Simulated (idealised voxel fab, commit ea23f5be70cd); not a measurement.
Process module heading - voxel self aligned vias
Shown is cross-section cut, with a width of 140 nm and square cells of size 5 nm.
Cross-section, as written here: a square-cell grid given band by band from the top down, where a band holds one or more rows of cells.
The band entry comprises the height of the band's top followed by the height of its bottom, expressed in nm, and subsequently the band's materials from left to right, each stated together with its width in nm. Where a single material is marked with the word "throughout", that material fills the band from edge to edge. The word "blank" represents empty space.
Convention: height 0 is the level below which the wafer, as received, is all one material. The lowest band does not terminate at the bottom but continues downward, represented as "z 0 and below".
A width such as "30..40" changes by the same amount from each row of cells to the next, from the band's top row to its bottom row.
"remains unaltered", as given for a step, is the statement that not any cell of the cross-section underwent a change during that step.
Empty spaces without an open route to the top, at least 8 cells in extent, make up the entry "Voids, enclosed"; each is given as width x height at distance, where the distance is measured from the left edge, and all are in nm.
Past the settings on a step's line: simulator remark, on that step.
overlay nm: step with mask; distance mask lay right of planned place; negative value = left of planned place.
INTENDED PROCESS STEPS
1) RECEIVE (material Si)
2) CONFORMAL_DEP (material SiO2; thk nm 15)
3) CONFORMAL_DEP (material SiCN; thk nm 5)
4) DIRECTIONAL_DEP (material SiO2; thk nm 30)
5) DIRECTIONAL_DEP (material aC; thk nm 10)
6) PATTERN (tone open; mask id LINES; material resist; width nm 15; pitch nm 60; thk nm 30; overlay nm 0)
7) DIRECTIONAL_ETCH (etch materials aC; depth nm 10)
8) STRIP (etch materials resist)
9) DIRECTIONAL_ETCH (etch materials SiO2; depth nm 30)
10) STRIP (etch materials aC)
11) CONFORMAL_DEP (material TiN; thk nm 5)
12) FILL_DEP (material W; thk nm 10)
13) CMP (height nm 50)
14) SELECTIVE_ETCH (etch materials W Ru TiN; depth nm 5)
15) FILL_DEP (material SiN; thk nm 10)
16) CMP (height nm 50)
17) DIRECTIONAL_DEP (material SiO2; thk nm 20)
18) DIRECTIONAL_DEP (material aC; thk nm 15)
19) PATTERN (tone open; mask id VIAS; material resist; width nm 35; thk nm 35; overlay nm 0)
20) DIRECTIONAL_ETCH (etch materials aC; depth nm 15)
21) STRIP (etch materials resist)
22) DIRECTIONAL_ETCH (etch materials SiO2; depth nm 20)
23) DIRECTIONAL_ETCH (etch materials SiN; depth nm 5)
24) STRIP (etch materials aC)
25) CONFORMAL_DEP (material TiN; thk nm 5)
26) FILL_DEP (material Ru; thk nm 10)
27) CMP (height nm 70)
28) CONFORMAL_DEP (material SiN; thk nm 5)
Quick note for whoever runs this: the wafers start identical, but the width nm at step 6 isn't the same across them. The plan just shows what the first wafer had.
STEP 1 COMPLETE: AS-RECEIVED CROSS-SECTION OF THE FIRST OF SEVERAL WAFERS
* z 0 and below | Si throughout
* Voids, enclosed: none
PER-WAFER ROWS BELOW. FOR EACH MATERIAL: CELLS GAINED (+) OR LOST (-) SINCE THE WAFER WAS RECEIVED, AS OF END OF MODULE. THEN: CLOSED VOIDS
width nm 15 | +16 Ru | +28 SiCN | +31 SiN | +300 SiO2 | +37 TiN | +8 W | Voids, enclosed: none
width nm 20 | +17 Ru | +28 SiCN | +32 SiN | +288 SiO2 | +39 TiN | +16 W | Voids, enclosed: none
width nm 25 | +18 Ru | +28 SiCN | +33 SiN | +276 SiO2 | +41 TiN | +24 W | Voids, enclosed: none
width nm 30 | +19 Ru | +28 SiCN | +34 SiN | +264 SiO2 | +43 TiN | +32 W | Voids, enclosed: none
width nm 35 | +20 Ru | +28 SiCN | +35 SiN | +252 SiO2 | +45 TiN | +40 W | Voids, enclosed: none
width nm 40 | +20 Ru | +28 SiCN | +37 SiN | +240 SiO2 | +47 TiN | +48 W | Voids, enclosed: none
